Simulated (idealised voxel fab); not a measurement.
Herein follows the process module entitled voxel wiring stack.
Cross-section cut spans 225 nm and uses square cells 5 nm in size.
Think of the cross-section as a grid of square cells. We describe it in bands, top to bottom, and each band covers one or more rows of those cells. A band entry consists of two parts. The first gives the height of the band's top and the height of its bottom, in nm. The rest lists the band's materials from left to right, each with its width in nm. A single material labelled with the word "throughout" fills the band from edge to edge, and the word "air" marks empty space. Heights are expressed relative to 0, this being the level below which the as-received wafer comprises one material exclusively. The lowest band is unbounded in the downward direction and is denoted as in "0 nm and below". A width such as "30->40" changes by the same amount from each row of cells to the next, from the band's top row to its bottom row. When a step is marked "remained unchanged", none of the cells in the cross-section changed during that step. "Closed cavities" enumerates empty spaces isolated from the top, with no open way to it, that contain at least 8 cells, giving each as width x height at distance from the left edge, all three in nm. Where a step's line continues beyond its settings, the continuation is a remark by the simulator itself on that step. overlay nm: mask right of planned place by this much (step with mask). Neg. = left.

Intended process steps:
1,RECEIVE: material Si
2,CONFORMAL_DEP: material SiO2, thk nm 15
3,CONFORMAL_DEP: material SiCN, thk nm 5
4,DIRECTIONAL_DEP: material SiO2, thk nm 25
5,PATTERN: tone open, mask id METAL_1, material resist, width nm 25, pitch nm 45, thk nm 15, overlay nm 0
6,DIRECTIONAL_ETCH: etch materials SiO2, depth nm 25
7,DIRECTIONAL_ETCH: etch materials SiCN, depth nm 5
8,STRIP: etch materials resist
9,CONFORMAL_DEP: material TiN, thk nm 5
10,FILL_DEP: material W, thk nm 5
11,CMP: height nm 45
12,CONFORMAL_DEP: material SiCN, thk nm 5
13,DIRECTIONAL_DEP: material lowk, thk nm 25
14,PATTERN: tone open, mask id METAL_2, material resist, width nm 25, pitch nm 45, thk nm 15, overlay nm 0
15,DIRECTIONAL_ETCH: etch materials lowk, depth nm 15
16,STRIP: etch materials resist
17,PATTERN: tone open, mask id METAL_2_HOLES, material resist, width nm 15, pitch nm 45, thk nm 15, overlay nm 0
18,DIRECTIONAL_ETCH: etch materials lowk, depth nm 10
19,DIRECTIONAL_ETCH: etch materials SiCN, depth nm 5
20,STRIP: etch materials resist
21,CONFORMAL_DEP: material TiN, thk nm 5
22,FILL_DEP: material Cu, thk nm 5
23,CMP: height nm 75
24,CONFORMAL_DEP: material SiCN, thk nm 5
25,DIRECTIONAL_DEP: material SiO2, thk nm 15
26,PATTERN: tone open, mask id PLUG_2, material resist, width nm 15, pitch nm 90, thk nm 15, overlay nm 0
27,DIRECTIONAL_ETCH: etch materials SiO2, depth nm 15
28,DIRECTIONAL_ETCH: etch materials SiCN, depth nm 5
29,STRIP: etch materials resist
30,CONFORMAL_DEP: material TiN, thk nm 5
31,FILL_DEP: material Cu, thk nm 5
32,CMP: height nm 95
33,DIRECTIONAL_DEP: material TiN, thk nm 5
34,DIRECTIONAL_DEP: material W, thk nm 20
35,DIRECTIONAL_DEP: material aC, thk nm 10
36,PATTERN: tone cover, mask id METAL_3, material resist, width nm 25, pitch nm 45, thk nm 25, overlay nm 0
37,DIRECTIONAL_ETCH: etch materials aC, depth nm 10
38,STRIP: etch materials resist
39,DIRECTIONAL_ETCH: etch materials W, depth nm 20
40,DIRECTIONAL_ETCH: etch materials TiN, depth nm 5
41,STRIP: etch materials aC
42,CONFORMAL_DEP: material SiCN, thk nm 5
43,FILL_DEP: material SiO2, thk nm 10
44,CMP: height nm 120
45,CONFORMAL_DEP: material SiCN, thk nm 5
46,DIRECTIONAL_DEP: material lowk, thk nm 25
47,PATTERN: tone open, mask id METAL_4, material resist, width nm 25, pitch nm 45, thk nm 15, overlay nm 0
48,DIRECTIONAL_ETCH: etch materials lowk, depth nm 15
49,STRIP: etch materials resist
50,DIRECTIONAL_DEP: material aC, thk nm 10
51,PATTERN: tone open, mask id METAL_4_HOLES, material resist, width nm 15, pitch nm 45, thk nm 30, overlay nm 0
52,DIRECTIONAL_ETCH: etch materials aC, depth nm 10
53,STRIP: etch materials resist
54,DIRECTIONAL_ETCH: etch materials lowk, depth nm 10
55,DIRECTIONAL_ETCH: etch materials SiCN, depth nm 5
56,STRIP: etch materials aC
57,CONFORMAL_DEP: material TiN, thk nm 5
58,FILL_DEP: material Ru, thk nm 10
59,CMP: height nm 150
60,CONFORMAL_DEP: material SiCN, thk nm 5

Cross-sectional view of the wafer in its as-received condition, corresponding to the state after step 1:
- 0 nm and below | Si throughout
- Closed cavities: none

Cross-section taken at module completion on the first of two wafers; processed per the plan:
- 155 nm to 150 nm | SiCN throughout
- 150 nm to 140 nm | 30 nm lowk / 5 nm TiN / 15 nm Ru / 5 nm TiN / 20 nm lowk / 5 nm TiN / 15 nm Ru / 5 nm TiN / 20 nm lowk / 5 nm TiN / 15 nm Ru / 5 nm TiN / 20 nm lowk / 5 nm TiN / 15 nm Ru / 5 nm TiN / 35 nm lowk
- 140 nm to 135 nm | 30 nm lowk / 5 nm TiN / 5 nm Ru / 15 nm TiN / 20 nm lowk / 5 nm TiN / 5 nm Ru / 15 nm TiN / 20 nm lowk / 5 nm TiN / 5 nm Ru / 15 nm TiN / 20 nm lowk / 5 nm TiN / 5 nm Ru / 15 nm TiN / 35 nm lowk
- 135 nm to 125 nm | 30 nm lowk / 5 nm TiN / 5 nm Ru / 5 nm TiN / 30 nm lowk / 5 nm TiN / 5 nm Ru / 5 nm TiN / 30 nm lowk / 5 nm TiN / 5 nm Ru / 5 nm TiN / 30 nm lowk / 5 nm TiN / 5 nm Ru / 5 nm TiN / 45 nm lowk
- 125 nm to 120 nm | 30 nm SiCN / 15 nm TiN / 30 nm SiCN / 15 nm TiN / 30 nm SiCN / 15 nm TiN / 30 nm SiCN / 15 nm TiN / 45 nm SiCN
- 120 nm to 100 nm | 25 nm SiO2 / 5 nm SiCN / 25 nm W / 5 nm SiCN / 10 nm SiO2 / 5 nm SiCN / 25 nm W / 5 nm SiCN / 10 nm SiO2 / 5 nm SiCN / 25 nm W / 5 nm SiCN / 10 nm SiO2 / 5 nm SiCN / 25 nm W / 5 nm SiCN / 30 nm SiO2
- 100 nm to 95 nm | 30 nm SiCN / 25 nm TiN / 20 nm SiCN / 25 nm TiN / 20 nm SiCN / 25 nm TiN / 20 nm SiCN / 25 nm TiN / 35 nm SiCN
- 95 nm to 80 nm | 30 nm SiO2 / 5 nm TiN / 5 nm Cu / 5 nm TiN / 75 nm SiO2 / 5 nm TiN / 5 nm Cu / 5 nm TiN / 90 nm SiO2
- 80 nm to 75 nm | 30 nm SiCN / 15 nm TiN / 75 nm SiCN / 15 nm TiN / 90 nm SiCN
- 75 nm to 65 nm | 30 nm lowk / 5 nm TiN / 15 nm Cu / 5 nm TiN / 20 nm lowk / 5 nm TiN / 15 nm Cu / 5 nm TiN / 20 nm lowk / 5 nm TiN / 15 nm Cu / 5 nm TiN / 20 nm lowk / 5 nm TiN / 15 nm Cu / 5 nm TiN / 35 nm lowk
- 65 nm to 60 nm | 30 nm lowk / 5 nm TiN / 5 nm Cu / 15 nm TiN / 20 nm lowk / 5 nm TiN / 5 nm Cu / 15 nm TiN / 20 nm lowk / 5 nm TiN / 5 nm Cu / 15 nm TiN / 20 nm lowk / 5 nm TiN / 5 nm Cu / 15 nm TiN / 35 nm lowk
- 60 nm to 50 nm | 30 nm lowk / 5 nm TiN / 5 nm Cu / 5 nm TiN / 30 nm lowk / 5 nm TiN / 5 nm Cu / 5 nm TiN / 30 nm lowk / 5 nm TiN / 5 nm Cu / 5 nm TiN / 30 nm lowk / 5 nm TiN / 5 nm Cu / 5 nm TiN / 45 nm lowk
- 50 nm to 45 nm | 30 nm SiCN / 15 nm TiN / 30 nm SiCN / 15 nm TiN / 30 nm SiCN / 15 nm TiN / 30 nm SiCN / 15 nm TiN / 45 nm SiCN
- 45 nm to 20 nm | 30 nm SiO2 / 5 nm TiN / 15 nm W / 5 nm TiN / 20 nm SiO2 / 5 nm TiN / 15 nm W / 5 nm TiN / 20 nm SiO2 / 5 nm TiN / 15 nm W / 5 nm TiN / 20 nm SiO2 / 5 nm TiN / 15 nm W / 5 nm TiN / 35 nm SiO2
- 20 nm to 15 nm | 30 nm SiCN / 25 nm TiN / 20 nm SiCN / 25 nm TiN / 20 nm SiCN / 25 nm TiN / 20 nm SiCN / 25 nm TiN / 35 nm SiCN
- 15 nm to 0 nm | SiO2 throughout
- 0 nm and below | Si throughout
- Closed cavities: none

Cross-sectional view: second of two wafers, end of module; start and plan identical to the first, one mistake in running:
- 155 nm to 150 nm | SiCN throughout
- 150 nm to 140 nm | 30 nm lowk / 5 nm TiN / 15 nm Ru / 5 nm TiN / 20 nm lowk / 5 nm TiN / 15 nm Ru / 5 nm TiN / 20 nm lowk / 5 nm TiN / 15 nm Ru / 5 nm TiN / 20 nm lowk / 5 nm TiN / 15 nm Ru / 5 nm TiN / 35 nm lowk
- 140 nm to 135 nm | 30 nm lowk / 5 nm TiN / 5 nm Ru / 15 nm TiN / 20 nm lowk / 5 nm TiN / 5 nm Ru / 15 nm TiN / 20 nm lowk / 5 nm TiN / 5 nm Ru / 15 nm TiN / 20 nm lowk / 5 nm TiN / 5 nm Ru / 15 nm TiN / 35 nm lowk
- 135 nm to 125 nm | 30 nm lowk / 5 nm TiN / 5 nm Ru / 5 nm TiN / 30 nm lowk / 5 nm TiN / 5 nm Ru / 5 nm TiN / 30 nm lowk / 5 nm TiN / 5 nm Ru / 5 nm TiN / 30 nm lowk / 5 nm TiN / 5 nm Ru / 5 nm TiN / 45 nm lowk
- 125 nm to 120 nm | 30 nm SiCN / 15 nm TiN / 30 nm SiCN / 15 nm TiN / 30 nm SiCN / 15 nm TiN / 30 nm SiCN / 15 nm TiN / 45 nm SiCN
- 120 nm to 100 nm | 25 nm SiO2 / 5 nm SiCN / 25 nm W / 5 nm SiCN / 10 nm SiO2 / 5 nm SiCN / 25 nm W / 5 nm SiCN / 10 nm SiO2 / 5 nm SiCN / 25 nm W / 5 nm SiCN / 10 nm SiO2 / 5 nm SiCN / 25 nm W / 5 nm SiCN / 30 nm SiO2
- 100 nm to 95 nm | 30 nm SiCN / 25 nm TiN / 20 nm SiCN / 25 nm TiN / 20 nm SiCN / 25 nm TiN / 20 nm SiCN / 25 nm TiN / 35 nm SiCN
- 95 nm to 80 nm | 35 nm SiO2 / 5 nm Cu / 85 nm SiO2 / 5 nm Cu / 95 nm SiO2
- 80 nm to 75 nm | 30 nm SiCN / 15 nm SiO2 / 75 nm SiCN / 15 nm SiO2 / 90 nm SiCN
- 75 nm to 65 nm | 30 nm lowk / 5 nm TiN / 15 nm Cu / 5 nm TiN / 20 nm lowk / 5 nm TiN / 15 nm Cu / 5 nm TiN / 20 nm lowk / 5 nm TiN / 15 nm Cu / 5 nm TiN / 20 nm lowk / 5 nm TiN / 15 nm Cu / 5 nm TiN / 35 nm lowk
- 65 nm to 60 nm | 30 nm lowk / 5 nm TiN / 5 nm Cu / 15 nm TiN / 20 nm lowk / 5 nm TiN / 5 nm Cu / 15 nm TiN / 20 nm lowk / 5 nm TiN / 5 nm Cu / 15 nm TiN / 20 nm lowk / 5 nm TiN / 5 nm Cu / 15 nm TiN / 35 nm lowk
- 60 nm to 50 nm | 30 nm lowk / 5 nm TiN / 5 nm Cu / 5 nm TiN / 30 nm lowk / 5 nm TiN / 5 nm Cu / 5 nm TiN / 30 nm lowk / 5 nm TiN / 5 nm Cu / 5 nm TiN / 30 nm lowk / 5 nm TiN / 5 nm Cu / 5 nm TiN / 45 nm lowk
- 50 nm to 45 nm | 30 nm SiCN / 15 nm TiN / 30 nm SiCN / 15 nm TiN / 30 nm SiCN / 15 nm TiN / 30 nm SiCN / 15 nm TiN / 45 nm SiCN
- 45 nm to 20 nm | 30 nm SiO2 / 5 nm TiN / 15 nm W / 5 nm TiN / 20 nm SiO2 / 5 nm TiN / 15 nm W / 5 nm TiN / 20 nm SiO2 / 5 nm TiN / 15 nm W / 5 nm TiN / 20 nm SiO2 / 5 nm TiN / 15 nm W / 5 nm TiN / 35 nm SiO2
- 20 nm to 15 nm | 30 nm SiCN / 25 nm TiN / 20 nm SiCN / 25 nm TiN / 20 nm SiCN / 25 nm TiN / 20 nm SiCN / 25 nm TiN / 35 nm SiCN
- 15 nm to 0 nm | SiO2 throughout
- 0 nm and below | Si throughout
- Closed cavities: none
Which mistake was made when the wafer was run? step 30 was run on a setting that differed from the plan, and what really ran there is CONFORMAL_DEP: material SiO2, thk nm 5
Looking at both finished wafers in cells, the second ends up ahead of or behind the first on some materials: 18 more of SiO2 | 18 fewer of TiN
